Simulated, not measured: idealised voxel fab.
Name of the process module below: voxel transistor to metal
cross-section cut | 150 nm wide | cells 5 nm
Notation: cross-section as square-cell grid; stated in bands, top first, going down; one or more cell rows per band.
For a band, the entry starts with two heights in nm, that of the top and then that of the bottom, and carries on with the band's materials in order from left to right, each alongside its width in nm; the word "everywhere" beside a single material means it fills the band edge to edge, and "blank" means empty space.
Counting heights begins at 0, where everything beneath is, in the wafer as received, one material. The lowest band has no bottom; it goes on downwards, as "top 0, no bottom" shows.
Quick explanation for "30 to 40": the width changes in equal steps down the rows of cells, from the first number in the band's top row to the second number in its bottom row.
"no change occurred" means the step left every cell of the cross-section as it was.
Closed cavity list: empty space of 8 cells or more with no open way to the top, each as width x height at its distance from the left edge, in nm
If you see something after the settings on a step's line, that's the simulator's own remark about that step.
You can add "overlay nm" to a step's line. For a step with a mask, it describes how far the mask lay to the right of its planned position, and a negative number describes a lay to the left.

[Intended process steps]
- 1: RECEIVE | material Si
- 2: CONFORMAL_DEP | material SiO2 | thk nm 5
- 3: CONFORMAL_DEP | material SiN | thk nm 10
- 4: PATTERN | tone cover | mask id ACTIVE | material resist | width nm 85 | thk nm 15 | overlay nm 0
- 5: DIRECTIONAL_ETCH | etch materials SiN | depth nm 10
- 6: DIRECTIONAL_ETCH | etch materials SiO2 | depth nm 5
- 7: DIRECTIONAL_ETCH | etch materials Si | depth nm 25
- 8: STRIP | etch materials resist
- 9: OXIDIZE | depth nm 5
- 10: FILL_DEP | material SiO2 | thk nm 10
- 11: CMP | height nm 15
- 12: SELECTIVE_ETCH | etch materials SiO2 | depth nm 5
- 13: STRIP | etch materials SiN
- 14: SELECTIVE_ETCH | etch materials SiO2 | depth nm 5
- 15: OXIDIZE | depth nm 5
- 16: DIRECTIONAL_DEP | material polySi | thk nm 30
- 17: DIRECTIONAL_DEP | material SiCN | thk nm 10
- 18: MASKED_ETCH | tone cover | mask id GATE | width nm 15 | etch materials SiCN | depth nm 20 | overlay nm 0
- 19: MASKED_ETCH | tone cover | mask id GATE | width nm 15 | etch materials polySi | depth nm 40 | overlay nm 0
- 20: CONFORMAL_DEP | material SiN | thk nm 10
- 21: DIRECTIONAL_ETCH | etch materials SiN | depth nm 10
- 22: DIRECTIONAL_ETCH | etch materials SiO2 | depth nm 5
- 23: DIRECTIONAL_ETCH | etch materials Si | depth nm 10
- 24: EPI | material pSi | thk nm 10
- 25: FILL_DEP | material SiO2 | thk nm 5
- 26: CMP | height nm 40
- 27: DIRECTIONAL_DEP | material SiO2 | thk nm 15
- 28: MASKED_ETCH | tone open | mask id CONTACT | width nm 20 | pitch nm 65 | etch materials SiO2 | depth nm 60 | overlay nm 0
- 29: CONFORMAL_DEP | material TiN | thk nm 5
- 30: FILL_DEP | material Ru | thk nm 5
- 31: CMP | height nm 55
- 32: CONFORMAL_DEP | material SiCN | thk nm 5
- 33: DIRECTIONAL_DEP | material SiO2 | thk nm 20
- 34: PATTERN | tone open | mask id METAL_1 | material resist | width nm 20 | pitch nm 65 | thk nm 15 | overlay nm 0
- 35: DIRECTIONAL_ETCH | etch materials SiO2 | depth nm 20
- 36: DIRECTIONAL_ETCH | etch materials SiCN | depth nm 5
- 37: STRIP | etch materials resist
- 38: CONFORMAL_DEP | material TiN | thk nm 5
- 39: FILL_DEP | material Cu | thk nm 5
- 40: CMP | height nm 80
- 41: CONFORMAL_DEP | material SiN | thk nm 5
The wafers are alike at the start. At step 4, their width nm differs. The plan lists the first wafer's value.

[Incoming state of the first of several wafers in cross-section: after step 1]
  top 0, no bottom: Si everywhere
  Closed cavity list: none

[Module finished, last step 41 done: cross-section of the first of several wafers]
  top 85, bottom 80: SiN everywhere
  top 80, bottom 60: SiO2 (30)  TiN (5)  Cu (10)  TiN (5)  SiO2 (45)  TiN (5)  Cu (10)  TiN (5)  SiO2 (35)
  top 60, bottom 55: SiCN (30)  TiN (20)  SiCN (45)  TiN (20)  SiCN (35)
  top 55, bottom 40: SiO2 (30)  TiN (5)  Ru (10)  TiN (5)  SiO2 (45)  TiN (5)  Ru (10)  TiN (5)  SiO2 (35)
  top 40, bottom 30: SiO2 (30)  TiN (5)  Ru (10)  TiN (5)  SiO2 (5)  SiN (10)  SiCN (15)  SiN (10)  SiO2 (5)  TiN (5)  Ru (10)  TiN (5)  SiO2 (35)
  top 30, bottom 10: SiO2 (30)  TiN (5)  Ru (10)  TiN (5)  SiO2 (5)  SiN (10)  polySi (15)  SiN (10)  SiO2 (5)  TiN (5)  Ru (10)  TiN (5)  SiO2 (35)
  top 10, bottom 5: SiO2 (30)  TiN (20)  SiO2 (5)  SiN (10)  polySi (15)  SiN (10)  SiO2 (5)  TiN (20)  SiO2 (35)
  top 5, bottom 0: SiO2 (25)  SiN (10)  TiN (10)  pSi (10)  SiN (10)  polySi (15)  SiN (10)  pSi (10)  TiN (10)  SiN (10)  SiO2 (30)
  top 0, bottom -5: SiO2 (35)  TiN (10)  pSi (10)  SiO2 (35)  pSi (10)  TiN (10)  SiO2 (40)
  top -5, bottom -15: SiO2 (35)  pSi (20)  Si (35)  pSi (20)  SiO2 (40)
  top -15, bottom -30: SiO2 (35)  Si (75)  SiO2 (40)
  top -30, no bottom: Si everywhere
  Closed cavity list: none

[Final wafer cross-section at module end]
  top 85, bottom 80: SiN everywhere
  top 80, bottom 60: SiO2 (30)  TiN (5)  Cu (10)  TiN (5)  SiO2 (45)  TiN (5)  Cu (10)  TiN (5)  SiO2 (35)
  top 60, bottom 55: SiCN (30)  TiN (20)  SiCN (45)  TiN (20)  SiCN (35)
  top 55, bottom 40: SiO2 (30)  TiN (5)  Ru (10)  TiN (5)  SiO2 (45)  TiN (5)  Ru (10)  TiN (5)  SiO2 (35)
  top 40, bottom 30: SiO2 (30)  TiN (5)  Ru (10)  TiN (5)  SiO2 (5)  SiN (10)  SiCN (15)  SiN (10)  SiO2 (5)  TiN (5)  Ru (10)  TiN (5)  SiO2 (35)
  top 30, bottom 10: SiO2 (30)  TiN (5)  Ru (10)  TiN (5)  SiO2 (5)  SiN (10)  polySi (15)  SiN (10)  SiO2 (5)  TiN (5)  Ru (10)  TiN (5)  SiO2 (35)
  top 10, bottom 5: SiO2 (30)  TiN (5)  Ru (5)  TiN (10)  SiO2 (5)  SiN (10)  polySi (15)  SiN (10)  SiO2 (5)  TiN (10)  Ru (5)  TiN (5)  SiO2 (35)
  top 5, bottom 0: SiO2 (15)  SiN (10)  SiO2 (5)  TiN (5)  Ru (5)  TiN (5)  pSi (10)  SiN (10)  polySi (15)  SiN (10)  pSi (10)  TiN (5)  Ru (5)  TiN (5)  SiO2 (10)  SiN (10)  SiO2 (15)
  top 0, bottom -5: SiO2 (30)  TiN (15)  pSi (10)  SiO2 (35)  pSi (10)  TiN (15)  SiO2 (35)
  top -5, bottom -15: SiO2 (25)  pSi (30)  Si (35)  pSi (35)  SiO2 (25)
  top -15, bottom -30: SiO2 (25)  Si (100)  SiO2 (25)
  top -30, no bottom: Si everywhere
  Closed cavity list: none

[Where each wafer stands at the end of the module, a row apiece: cells of each material gained (+) or lost (-) since it was received, then closed voids]
width nm 85; +16 Cu; +36 Ru; -121 Si; +28 SiCN; +66 SiN; +367 SiO2; +76 TiN; +24 pSi; +18 polySi; Closed cavity list: none
width nm 90; +16 Cu; +38 Ru; -118 Si; +28 SiCN; +66 SiN; +360 SiO2; +76 TiN; +26 pSi; +18 polySi; Closed cavity list: none
width nm 95; +16 Cu; +40 Ru; -115 Si; +28 SiCN; +66 SiN; +353 SiO2; +76 TiN; +28 pSi; +18 polySi; Closed cavity list: none
width nm 100; +16 Cu; +40 Ru; -112 Si; +28 SiCN; +66 SiN; +348 SiO2; +76 TiN; +30 pSi; +18 polySi; Closed cavity list: none
width nm 105; +16 Cu; +40 Ru; -109 Si; +28 SiCN; +66 SiN; +343 SiO2; +76 TiN; +32 pSi; +18 polySi; Closed cavity list: none
width nm 110; +16 Cu; +40 Ru; -106 Si; +28 SiCN; +66 SiN; +338 SiO2; +76 TiN; +34 pSi; +18 polySi; Closed cavity list: none
